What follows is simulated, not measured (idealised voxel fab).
Module name: voxel capacitor over wiring (process module)
Xsec cut, 240 nm wide, square cell size 5 nm.
Cross-section layout: square cells on a grid; listed as bands, top to bottom; a band spans one or more cell rows. Heads up on the band format: heights come first, top then bottom, in nm. After that it's the materials left to right, each with its width in nm. A single material flagged "throughout" fills the whole band edge to edge, and "blank" means there's empty space there. Basically, 0 is our baseline, since under it the wafer straight out of the box is all one material. The bottom band has no lower end and keeps on going down, so it looks like "0..down". Quick explanation for "30 to 40": the width changes in equal steps down the rows of cells, from the first number in the band's top row to the second number in its bottom row. The designation "nothing altered", where it is given for a processing step, indicates that no cell of the cross-section was altered in the course of that step. Heads up: "Fully sealed voids" only lists the empty pockets with no open path to the top that are 8 cells or more, and it writes them as width x height at distance, distance from the left edge, in nm. If you see something after the settings on a step's line, that's the simulator's own remark about that step. overlay nm: how far to the right of its planned place the mask lay on this masked step (negative: to the left).

### This section lists the process steps that were planned
- 1: RECEIVE (material Si)
- 2: CONFORMAL_DEP (material SiO2; thk nm 10)
- 3: DIRECTIONAL_DEP (material TiN; thk nm 5)
- 4: DIRECTIONAL_DEP (material W; thk nm 15)
- 5: DIRECTIONAL_DEP (material aC; thk nm 10)
- 6: PATTERN (tone cover; mask id METAL_1; material resist; width nm 30; pitch nm 95; thk nm 25; overlay nm 0)
- 7: DIRECTIONAL_ETCH (etch materials aC; depth nm 10)
- 8: STRIP (etch materials resist)
- 9: DIRECTIONAL_ETCH (etch materials W; depth nm 15)
- 10: DIRECTIONAL_ETCH (etch materials TiN; depth nm 5)
- 11: STRIP (etch materials aC)
- 12: CONFORMAL_DEP (material SiN; thk nm 5)
- 13: FILL_DEP (material lowk; thk nm 5)
- 14: CMP (height nm 30)
- 15: CONFORMAL_DEP (material SiCN; thk nm 5)
- 16: DIRECTIONAL_DEP (material lowk; thk nm 10)
- 17: PATTERN (tone open; mask id PLUG_1; material resist; width nm 15; thk nm 20; overlay nm 0)
- 18: DIRECTIONAL_ETCH (etch materials lowk; depth nm 10)
- 19: DIRECTIONAL_ETCH (etch materials SiCN; depth nm 5)
- 20: STRIP (etch materials resist)
- 21: CONFORMAL_DEP (material TiN; thk nm 5)
- 22: FILL_DEP (material Ru; thk nm 5)
- 23: CMP (height nm 45)
- 24: DIRECTIONAL_DEP (material TiN; thk nm 5)
- 25: DIRECTIONAL_DEP (material Al2O3; thk nm 5)
- 26: DIRECTIONAL_DEP (material TiN; thk nm 5)
- 27: DIRECTIONAL_DEP (material aC; thk nm 15)
- 28: PATTERN (tone cover; mask id UPPER_PLATE; material resist; width nm 70; thk nm 35; overlay nm 0)
- 29: DIRECTIONAL_ETCH (etch materials aC; depth nm 15)
- 30: STRIP (etch materials resist)
- 31: DIRECTIONAL_ETCH (etch materials TiN; depth nm 5)
- 32: DIRECTIONAL_ETCH (etch materials Al2O3; depth nm 5)
- 33: STRIP (etch materials aC)
- 34: MASKED_ETCH (tone cover; mask id LOWER_PLATE; width nm 80; etch materials TiN; depth nm 5; overlay nm 0)
- 35: FILL_DEP (material SiO2; thk nm 20)
- 36: CMP (height nm 75)
- 37: MASKED_ETCH (tone open; mask id PLUG_2; width nm 15; etch materials SiO2; depth nm 5; overlay nm 0)
- 38: CONFORMAL_DEP (material TiN; thk nm 5)
- 39: FILL_DEP (material Ru; thk nm 5)
- 40: CMP (height nm 75)
- 41: CONFORMAL_DEP (material SiN; thk nm 5)
It is noted that the wafers described herein are identical at the outset and are distinguished by the depth nm of step 37; the value stated in the plan corresponds to the first wafer.

### Cross-section of the first of several wafers on receipt, reflecting completion of step 1
> 0..down = Si throughout
> Fully sealed voids: none

### Wafer cross-section (first of several) - module end, post step 41 (last step)
> 80..75 = SiN throughout
> 75..70 = SiO2 80 nm, TiN 15 nm, SiO2 145 nm
> 70..60 = SiO2 throughout
> 60..55 = SiO2 70 nm, TiN 70 nm, SiO2 100 nm
> 55..50 = SiO2 70 nm, Al2O3 70 nm, SiO2 100 nm
> 50..45 = SiO2 65 nm, TiN 80 nm, SiO2 95 nm
> 45..35 = lowk 70 nm, TiN 5 nm, Ru 5 nm, TiN 5 nm, lowk 155 nm
> 35..30 = SiCN 70 nm, TiN 15 nm, SiCN 155 nm
> 30..15 = lowk 50 nm, SiN 5 nm, W 30 nm, SiN 5 nm, lowk 55 nm, SiN 5 nm, W 30 nm, SiN 5 nm, lowk 55 nm
> 15..10 = SiN 55 nm, TiN 30 nm, SiN 65 nm, TiN 30 nm, SiN 60 nm
> 10..0 = SiO2 throughout
> 0..down = Si throughout
> Fully sealed voids: none

### Final wafer of several, shown in cross-section at the end of the module
> 80..75 = SiN throughout
> 75..65 = SiO2 80 nm, TiN 5 nm, Ru 5 nm, TiN 5 nm, SiO2 145 nm
> 65..55 = SiO2 80 to 70 nm, TiN 15 to 70 nm, SiO2 145 to 100 nm
> 55..50 = SiO2 70 nm, Al2O3 70 nm, SiO2 100 nm
> 50..45 = SiO2 65 nm, TiN 80 nm, SiO2 95 nm
> 45..35 = lowk 70 nm, TiN 5 nm, Ru 5 nm, TiN 5 nm, lowk 155 nm
> 35..30 = SiCN 70 nm, TiN 15 nm, SiCN 155 nm
> 30..15 = lowk 50 nm, SiN 5 nm, W 30 nm, SiN 5 nm, lowk 55 nm, SiN 5 nm, W 30 nm, SiN 5 nm, lowk 55 nm
> 15..10 = SiN 55 nm, TiN 30 nm, SiN 65 nm, TiN 30 nm, SiN 60 nm
> 10..0 = SiO2 throughout
> 0..down = Si throughout
> Fully sealed voids: none

### Table: wafers, a row each; end-of-module cell change per material since receipt, gain (+), loss (-); then closed voids
depth nm 5, +14 Al2O3, +2 Ru, +45 SiCN, +96 SiN, +337 SiO2, +52 TiN, +36 W, +186 lowk, Fully sealed voids: none
depth nm 10, +14 Al2O3, +3 Ru, +45 SiCN, +96 SiN, +334 SiO2, +54 TiN, +36 W, +186 lowk, Fully sealed voids: none
depth nm 15, +14 Al2O3, +4 Ru, +45 SiCN, +96 SiN, +331 SiO2, +56 TiN, +36 W, +186 lowk, Fully sealed voids: none
depth nm 20, +14 Al2O3, +4 Ru, +45 SiCN, +96 SiN, +331 SiO2, +56 TiN, +36 W, +186 lowk, Fully sealed voids: none
depth nm 25, +14 Al2O3, +4 Ru, +45 SiCN, +96 SiN, +331 SiO2, +56 TiN, +36 W, +186 lowk, Fully sealed voids: none
depth nm 30, +14 Al2O3, +4 Ru, +45 SiCN, +96 SiN, +331 SiO2, +56 TiN, +36 W, +186 lowk, Fully sealed voids: none
